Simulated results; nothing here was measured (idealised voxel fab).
The process module that follows is named voxel transistor to metal.
Square cell edge 5 nm, section width 205 nm, ID cut.
A cross-section in this document is a grid of square cells, and it is written down as bands, the top band listed before the ones below it; a band is made up of one or more rows of cells. Quick guide to a band line: top height, bottom height (nm) up front; then every material left to right with its width in nm. Only one material and it's marked "throughout"? Then it fills the band edge to edge. And "empty" just means empty space. For the purposes of this specification, 0 denotes the height below which the wafer in its as-received condition is composed wholly of one material, and the lowermost band, lacking a lower limit, extends downward without end, as expressed in "0..down". A width given as "30->40" starts at the first number in the band's top row and ends at the second number in its bottom row, shifting by an equal amount at every step from row to row. "remained unchanged" after a step means that no cell of the cross-section changed. Empty spaces without an open route to the top, at least 8 cells in extent, make up the entry "Enclosed void entries"; each is given as width x height at distance, where the distance is measured from the left edge, and all are in nm. The remark found on a step's line after its settings is issued by the simulator itself and pertains to that step. The "overlay nm" setting may appear on a step's line; for a step that uses a mask, it gives how far to the right of its planned position the mask lay, and a negative value indicates the left.

### List of planned process steps
| 1 | RECEIVE with material Si |
| 2 | OXIDIZE with depth nm 5 |
| 3 | CONFORMAL_DEP with material SiN, thk nm 15 |
| 4 | DIRECTIONAL_DEP with material aC, thk nm 10 |
| 5 | PATTERN with tone cover, mask id ACTIVE, material resist, width nm 105, thk nm 30, overlay nm 0 |
| 6 | DIRECTIONAL_ETCH with etch materials aC, depth nm 10 |
| 7 | STRIP with etch materials resist |
| 8 | DIRECTIONAL_ETCH with etch materials SiN, depth nm 15 |
| 9 | DIRECTIONAL_ETCH with etch materials SiO2, depth nm 5 |
| 10 | DIRECTIONAL_ETCH with etch materials Si, depth nm 35 |
| 11 | STRIP with etch materials aC |
| 12 | FILL_DEP with material SiO2, thk nm 15 |
| 13 | CMP with height nm 15 |
| 14 | SELECTIVE_ETCH with etch materials SiO2, depth nm 5 |
| 15 | STRIP with etch materials SiN |
| 16 | SELECTIVE_ETCH with etch materials SiO2, depth nm 5 |
| 17 | OXIDIZE with depth nm 5 |
| 18 | DIRECTIONAL_DEP with material polySi, thk nm 25 |
| 19 | DIRECTIONAL_DEP with material SiCN, thk nm 15 |
| 20 | MASKED_ETCH with tone cover, mask id GATE, width nm 25, etch materials SiCN, depth nm 25, overlay nm 0 |
| 21 | MASKED_ETCH with tone cover, mask id GATE, width nm 25, etch materials polySi, depth nm 35, overlay nm 0 |
| 22 | CONFORMAL_DEP with material SiN, thk nm 5 |
| 23 | DIRECTIONAL_ETCH with etch materials SiN, depth nm 5 |
| 24 | DIRECTIONAL_ETCH with etch materials SiO2, depth nm 5 |
| 25 | EPI with material SiGe, thk nm 5 |
| 26 | FILL_DEP with material SiO2, thk nm 5 |
| 27 | CMP with height nm 35 |
| 28 | DIRECTIONAL_DEP with material SiO2, thk nm 10 |
| 29 | MASKED_ETCH with tone open, mask id CONTACT, width nm 30, pitch nm 65, etch materials SiO2, depth nm 50, overlay nm 0 |
| 30 | CONFORMAL_DEP with material TiN, thk nm 5 |
| 31 | FILL_DEP with material W, thk nm 5 |
| 32 | CMP with height nm 45 |
| 33 | DIRECTIONAL_DEP with material TiN, thk nm 5 |
| 34 | DIRECTIONAL_DEP with material W, thk nm 25 |
| 35 | MASKED_ETCH with tone cover, mask id METAL_1, width nm 15, pitch nm 80, etch materials W, depth nm 25, overlay nm 0 |
| 36 | MASKED_ETCH with tone cover, mask id METAL_1, width nm 15, pitch nm 80, etch materials TiN, depth nm 5, overlay nm 0 |
| 37 | FILL_DEP with material lowk, thk nm 5 |
| 38 | CMP with height nm 75 |
| 39 | CONFORMAL_DEP with material SiCN, thk nm 5 |
| 40 | DIRECTIONAL_DEP with material lowk, thk nm 25 |
| 41 | DIRECTIONAL_DEP with material aC, thk nm 15 |
| 42 | PATTERN with tone open, mask id METAL_2, material resist, width nm 15, pitch nm 80, thk nm 30, overlay nm 0 |
| 43 | DIRECTIONAL_ETCH with etch materials aC, depth nm 15 |
| 44 | STRIP with etch materials resist |
| 45 | DIRECTIONAL_ETCH with etch materials lowk, depth nm 15 |
| 46 | STRIP with etch materials aC |
| 47 | DIRECTIONAL_DEP with material aC, thk nm 10 |
| 48 | PATTERN with tone open, mask id METAL_2_HOLES, material resist, width nm 15, pitch nm 80, thk nm 30, overlay nm 0 |
| 49 | DIRECTIONAL_ETCH with etch materials aC, depth nm 10 |
| 50 | STRIP with etch materials resist |
| 51 | DIRECTIONAL_ETCH with etch materials lowk, depth nm 10 |
| 52 | DIRECTIONAL_ETCH with etch materials SiCN, depth nm 5 |
| 53 | STRIP with etch materials aC |
| 54 | CONFORMAL_DEP with material TiN, thk nm 5 |
| 55 | FILL_DEP with material Cu, thk nm 5 |
| 56 | CMP with height nm 105 |
| 57 | CONFORMAL_DEP with material SiCN, thk nm 5 |

### So this is the incoming wafer in cross-section - it's already been through step 1
	0..down: Si throughout
	Enclosed void entries: none

### Wafer at module end, in section. Began as above, planned as above, run with one mistake
	110..105: SiCN throughout
	105..80: 55 nm lowk / 5 nm TiN / 5 nm Cu / 5 nm TiN / 65 nm lowk / 5 nm TiN / 5 nm Cu / 5 nm TiN / 55 nm lowk
	80..75: 55 nm SiCN / 15 nm TiN / 65 nm SiCN / 15 nm TiN / 55 nm SiCN
	75..50: SiCN throughout
	50..45: TiN throughout
	45..35: 55 nm SiO2 / 5 nm TiN / 20 nm W / 5 nm TiN / 35 nm SiO2 / 5 nm TiN / 20 nm W / 5 nm TiN / 55 nm SiO2
	35..20: 55 nm SiO2 / 5 nm TiN / 20 nm W / 5 nm TiN / 5 nm SiN / 25 nm SiCN / 5 nm SiN / 5 nm TiN / 20 nm W / 5 nm TiN / 55 nm SiO2
	20..5: 55 nm SiO2 / 5 nm TiN / 20 nm W / 5 nm TiN / 5 nm SiN / 25 nm polySi / 5 nm SiN / 5 nm TiN / 20 nm W / 5 nm TiN / 55 nm SiO2
	5..0: 45 nm SiO2 / 5 nm SiN / 5 nm SiO2 / 5 nm TiN / 20 nm W / 5 nm TiN / 5 nm SiN / 25 nm polySi / 5 nm SiN / 5 nm TiN / 20 nm W / 5 nm TiN / 5 nm SiO2 / 5 nm SiN / 45 nm SiO2
	0..-5: 45 nm SiO2 / 5 nm SiN / 5 nm SiO2 / 30 nm TiN / 5 nm SiN / 25 nm polySi / 5 nm SiN / 30 nm TiN / 5 nm SiO2 / 5 nm SiN / 45 nm SiO2
	-5..-10: 50 nm SiO2 / 35 nm SiGe / 35 nm SiO2 / 35 nm SiGe / 50 nm SiO2
	-10..-40: 50 nm SiO2 / 105 nm Si / 50 nm SiO2
	-40..down: Si throughout
	Enclosed void entries: none
The mistake made against the process plan was this: step 34 did not use the planned setting and instead ran as DIRECTIONAL_DEP with material SiCN, thk nm 25
